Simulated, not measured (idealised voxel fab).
The following is a process module called voxel self aligned contacts.
Pictured: cross-section cut, 200 nm wide, on a grid of 5 nm square cells.
In this document a cross-section is written as a grid of square cells. It is given as a series of bands, listed from the top down, and a band is one or more rows of cells.
The entry gives the band's vertical extent as a top height and a bottom height in nm, then its horizontal make-up as materials from left to right, each with a width in nm. "blank" stands for empty space; a single material marked "throughout" fills the band edge to edge.
Heads up on the height convention: 0 is the point under which the incoming wafer is all one material, and the lowest band has no bottom, it just keeps going down, like "0 nm and below".
A width such as "30->40" changes by the same amount from each row of cells to the next, from the band's top row to its bottom row.
"changes: none" (step): cross-section cells unchanged, all of them.
Listed in "Sealed void listing": every empty space of 8 or more cells without an open way to the top. Form: width x height at distance, the distance being from the left edge, all in nm.
Whatever follows a step's settings on its line is a remark the simulator itself makes about that step.
Regarding "overlay nm": on a step with a mask, it is the distance the mask lay to the right of its planned place; a negative value places it to the left.
The process steps that were planned are listed below:
| 1 | RECEIVE, material Si |
| 2 | OXIDIZE, depth nm 5 |
| 3 | DIRECTIONAL_DEP, material polySi, thk nm 30 |
| 4 | DIRECTIONAL_DEP, material SiN, thk nm 20 |
| 5 | DIRECTIONAL_DEP, material aC, thk nm 15 |
| 6 | PATTERN, tone cover, mask id GATE, material resist, width nm 25, pitch nm 60, thk nm 35, overlay nm 0 |
| 7 | DIRECTIONAL_ETCH, etch materials aC, depth nm 15 |
| 8 | STRIP, etch materials resist |
| 9 | DIRECTIONAL_ETCH, etch materials SiN, depth nm 20 |
| 10 | DIRECTIONAL_ETCH, etch materials polySi, depth nm 30 |
| 11 | STRIP, etch materials aC |
| 12 | CONFORMAL_DEP, material SiN, thk nm 10 |
| 13 | DIRECTIONAL_ETCH, etch materials SiN, depth nm 10 |
| 14 | FILL_DEP, material SiO2, thk nm 20 |
| 15 | CMP, height nm 60 |
| 16 | PATTERN, tone open, mask id CONTACT, material resist, width nm 45, pitch nm 60, thk nm 15, overlay nm 0 |
| 17 | DIRECTIONAL_ETCH, etch materials SiO2, depth nm 65 |
| 18 | STRIP, etch materials resist |
| 19 | CONFORMAL_DEP, material TiN, thk nm 5 |
| 20 | FILL_DEP, material Ru, thk nm 10 |
| 21 | CMP, height nm 60 |
| 22 | CONFORMAL_DEP, material SiCN, thk nm 5 |
First wafer, as planned:
As received, after step 1:
* 0 nm and below  Si throughout
* Sealed void listing: none
Take a look at the wafer's cross-section after step 2:
* 0 nm to -5 nm  SiO2 throughout
* For the remainder of the cross-section, below -5, there is no change.
Take a look at the wafer's cross-section after step 3:
* 30 nm to 0 nm  polySi throughout
* For the remainder of the cross-section, below 0, there is no change.
Take a look at the wafer's cross-section after step 4:
* 50 nm to 30 nm  SiN throughout
* For the remainder of the cross-section, below 30, there is no change.
Take a look at the wafer's cross-section after step 5:
* 65 nm to 50 nm  aC throughout
* For the remainder of the cross-section, below 50, there is no change.
Take a look at the wafer's cross-section after step 6:
* 100 nm to 65 nm  25 of blank, 25 of resist, 35 of blank, 25 of resist, 35 of blank, 25 of resist, 30 of blank
* For the remainder of the cross-section, below 65, there is no change.
Take a look at the wafer's cross-section after step 7:
* 85 nm to 65 nm  25 of blank, 25 of resist, 35 of blank, 25 of resist, 35 of blank, 25 of resist, 30 of blank
* 65 nm to 50 nm  25 of blank, 25 of aC, 35 of blank, 25 of aC, 35 of blank, 25 of aC, 30 of blank
* For the remainder of the cross-section, below 50, there is no change.
Take a look at the wafer's cross-section after step 8:
* 65 nm to 50 nm  25 of blank, 25 of aC, 35 of blank, 25 of aC, 35 of blank, 25 of aC, 30 of blank
* For the remainder of the cross-section, below 50, there is no change.
Take a look at the wafer's cross-section after step 9:
* 65 nm to 50 nm  25 of blank, 25 of aC, 35 of blank, 25 of aC, 35 of blank, 25 of aC, 30 of blank
* 50 nm to 30 nm  25 of blank, 25 of SiN, 35 of blank, 25 of SiN, 35 of blank, 25 of SiN, 30 of blank
* For the remainder of the cross-section, below 30, there is no change.
Take a look at the wafer's cross-section after step 10:
* 65 nm to 50 nm  25 of blank, 25 of aC, 35 of blank, 25 of aC, 35 of blank, 25 of aC, 30 of blank
* 50 nm to 30 nm  25 of blank, 25 of SiN, 35 of blank, 25 of SiN, 35 of blank, 25 of SiN, 30 of blank
* 30 nm to 0 nm  25 of blank, 25 of polySi, 35 of blank, 25 of polySi, 35 of blank, 25 of polySi, 30 of blank
* For the remainder of the cross-section, below 0, there is no change.
Take a look at the wafer's cross-section after step 11:
* 50 nm to 30 nm  25 of blank, 25 of SiN, 35 of blank, 25 of SiN, 35 of blank, 25 of SiN, 30 of blank
* For the remainder of the cross-section, below 30, there is no change.
Take a look at the wafer's cross-section after step 12:
* 60 nm to 30 nm  15 of blank, 45 of SiN, 15 of blank, 45 of SiN, 15 of blank, 45 of SiN, 20 of blank
* 30 nm to 10 nm  15 of blank, 10 of SiN, 25 of polySi, 10 of SiN, 15 of blank, 10 of SiN, 25 of polySi, 10 of SiN, 15 of blank, 10 of SiN, 25 of polySi, 10 of SiN, 20 of blank
* 10 nm to 0 nm  25 of SiN, 25 of polySi, 35 of SiN, 25 of polySi, 35 of SiN, 25 of polySi, 30 of SiN
* For the remainder of the cross-section, below 0, there is no change.
Take a look at the wafer's cross-section after step 13:
* 50 nm to 30 nm  15 of blank, 45 of SiN, 15 of blank, 45 of SiN, 15 of blank, 45 of SiN, 20 of blank
* 30 nm to 0 nm  15 of blank, 10 of SiN, 25 of polySi, 10 of SiN, 15 of blank, 10 of SiN, 25 of polySi, 10 of SiN, 15 of blank, 10 of SiN, 25 of polySi, 10 of SiN, 20 of blank
* For the remainder of the cross-section, below 0, there is no change.
Take a look at the wafer's cross-section after step 14:
* 70 nm to 50 nm  SiO2 throughout
* 50 nm to 30 nm  15 of SiO2, 45 of SiN, 15 of SiO2, 45 of SiN, 15 of SiO2, 45 of SiN, 20 of SiO2
* 30 nm to 0 nm  15 of SiO2, 10 of SiN, 25 of polySi, 10 of SiN, 15 of SiO2, 10 of SiN, 25 of polySi, 10 of SiN, 15 of SiO2, 10 of SiN, 25 of polySi, 10 of SiN, 20 of SiO2
* For the remainder of the cross-section, below 0, there is no change.
Take a look at the wafer's cross-section after step 15:
* 60 nm to 50 nm  SiO2 throughout
* For the remainder of the cross-section, below 50, there is no change.
Take a look at the wafer's cross-section after step 16:
* 75 nm to 60 nm  45 of resist, 45 of blank, 15 of resist, 45 of blank, 50 of resist
* For the remainder of the cross-section, below 60, there is no change.
Take a look at the wafer's cross-section after step 17:
* 75 nm to 60 nm  45 of resist, 45 of blank, 15 of resist, 45 of blank, 50 of resist
* 60 nm to 50 nm  45 of SiO2, 45 of blank, 15 of SiO2, 45 of blank, 50 of SiO2
* 50 nm to 30 nm  15 of SiO2, 45 of SiN, 15 of blank, 45 of SiN, 15 of blank, 45 of SiN, 20 of SiO2
* 30 nm to 0 nm  15 of SiO2, 10 of SiN, 25 of polySi, 10 of SiN, 15 of blank, 10 of SiN, 25 of polySi, 10 of SiN, 15 of blank, 10 of SiN, 25 of polySi, 10 of SiN, 20 of SiO2
* 0 nm to -5 nm  60 of SiO2, 15 of blank, 45 of SiO2, 15 of blank, 65 of SiO2
* For the remainder of the cross-section, below -5, there is no change.
Take a look at the wafer's cross-section after step 18:
* 60 nm to 50 nm  45 of SiO2, 45 of blank, 15 of SiO2, 45 of blank, 50 of SiO2
* For the remainder of the cross-section, below 50, there is no change.
Take a look at the wafer's cross-section after step 19:
* 65 nm to 60 nm  50 of TiN, 35 of blank, 25 of TiN, 35 of blank, 55 of TiN
* 60 nm to 50 nm  45 of SiO2, 5->20 of TiN, 35->5 of blank, 5->20 of TiN, 15 of SiO2, 5->20 of TiN, 35->5 of blank, 5->20 of TiN, 50 of SiO2
* 50 nm to 30 nm  15 of SiO2, 45 of SiN, 5 of TiN, 5 of blank, 5 of TiN, 45 of SiN, 5 of TiN, 5 of blank, 5 of TiN, 45 of SiN, 20 of SiO2
* 30 nm to 0 nm  15 of SiO2, 10 of SiN, 25 of polySi, 10 of SiN, 5 of TiN, 5 of blank, 5 of TiN, 10 of SiN, 25 of polySi, 10 of SiN, 5 of TiN, 5 of blank, 5 of TiN, 10 of SiN, 25 of polySi, 10 of SiN, 20 of SiO2
* 0 nm to -5 nm  60 of SiO2, 15 of TiN, 45 of SiO2, 15 of TiN, 65 of SiO2
* For the remainder of the cross-section, below -5, there is no change.
Take a look at the wafer's cross-section after step 20:
* 75 nm to 65 nm  Ru throughout
* 65 nm to 60 nm  50 of TiN, 35 of Ru, 25 of TiN, 35 of Ru, 55 of TiN
* 60 nm to 50 nm  45 of SiO2, 5->20 of TiN, 35->5 of Ru, 5->20 of TiN, 15 of SiO2, 5->20 of TiN, 35->5 of Ru, 5->20 of TiN, 50 of SiO2
* 50 nm to 30 nm  15 of SiO2, 45 of SiN, 5 of TiN, 5 of Ru, 5 of TiN, 45 of SiN, 5 of TiN, 5 of Ru, 5 of TiN, 45 of SiN, 20 of SiO2
* 30 nm to 0 nm  15 of SiO2, 10 of SiN, 25 of polySi, 10 of SiN, 5 of TiN, 5 of Ru, 5 of TiN, 10 of SiN, 25 of polySi, 10 of SiN, 5 of TiN, 5 of Ru, 5 of TiN, 10 of SiN, 25 of polySi, 10 of SiN, 20 of SiO2
* For the remainder of the cross-section, below 0, there is no change.
Take a look at the wafer's cross-section after step 21:
* 60 nm to 50 nm  45 of SiO2, 5->20 of TiN, 35->5 of Ru, 5->20 of TiN, 15 of SiO2, 5->20 of TiN, 35->5 of Ru, 5->20 of TiN, 50 of SiO2
* For the remainder of the cross-section, below 50, there is no change.
Take a look at the wafer's cross-section after step 22:
* 65 nm to 60 nm  SiCN throughout
* For the remainder of the cross-section, below 60, there is no change.
For the second wafer, take the first wafer's start and plan, then add one mistake made in running it; everything through step 4, that step included, is shared with the first:
Second wafer, cross-section, planned end of step 5:
* 65 nm to 50 nm  SiCN throughout
* For the remainder of the cross-section, below 50, there is no change.
Second wafer, cross-section, planned end of step 6:
* 100 nm to 65 nm  25 of blank, 25 of resist, 35 of blank, 25 of resist, 35 of blank, 25 of resist, 30 of blank
* For the remainder of the cross-section, below 65, there is no change.
Second wafer, cross-section, planned end of step 7:
* 85 nm to 65 nm  25 of blank, 25 of resist, 35 of blank, 25 of resist, 35 of blank, 25 of resist, 30 of blank
* For the remainder of the cross-section, below 65, there is no change.
Second wafer, cross-section, planned end of step 8:
* 65 nm to 50 nm  SiCN throughout
* For the remainder of the cross-section, below 50, there is no change.
Second wafer, cross-section, planned end of step 9: changes: none
Second wafer, cross-section, planned end of step 10: changes: none
Second wafer, cross-section, planned end of step 11: changes: none
Second wafer, cross-section, planned end of step 12:
* 75 nm to 65 nm  SiN throughout
* For the remainder of the cross-section, below 65, there is no change.
Second wafer, cross-section, planned end of step 13:
* 65 nm to 50 nm  SiCN throughout
* For the remainder of the cross-section, below 50, there is no change.
Second wafer, cross-section, planned end of step 14:
* 85 nm to 65 nm  SiO2 throughout
* For the remainder of the cross-section, below 65, there is no change.
Second wafer, cross-section, planned end of step 15:
* 60 nm to 50 nm  SiCN throughout
* For the remainder of the cross-section, below 50, there is no change.
Second wafer, cross-section, planned end of step 16:
* 75 nm to 60 nm  45 of resist, 45 of blank, 15 of resist, 45 of blank, 50 of resist
* For the remainder of the cross-section, below 60, there is no change.
Second wafer, cross-section, planned end of step 17: changes: none
Second wafer, cross-section, planned end of step 18:
* 60 nm to 50 nm  SiCN throughout
* For the remainder of the cross-section, below 50, there is no change.
Second wafer, cross-section, planned end of step 19:
* 65 nm to 60 nm  TiN throughout
* For the remainder of the cross-section, below 60, there is no change.
Second wafer, cross-section, planned end of step 20:
* 75 nm to 65 nm  Ru throughout
* For the remainder of the cross-section, below 65, there is no change.
Second wafer, cross-section, planned end of step 21:
* 60 nm to 50 nm  SiCN throughout
* For the remainder of the cross-section, below 50, there is no change.
Second wafer, cross-section, planned end of step 22:
* 65 nm to 50 nm  SiCN throughout
* For the remainder of the cross-section, below 50, there is no change.
Deviation from plan: for step 5, the planned setting was not used; the step was instead run as DIRECTIONAL_DEP, material SiCN, thk nm 15
Per the end-of-run cell counts, the second wafer holds more or fewer of some materials than the first: 36 fewer of Ru | 80 more of SiCN | 20 fewer of SiN | 108 fewer of SiO2 | 66 fewer of TiN | 150 more of polySi
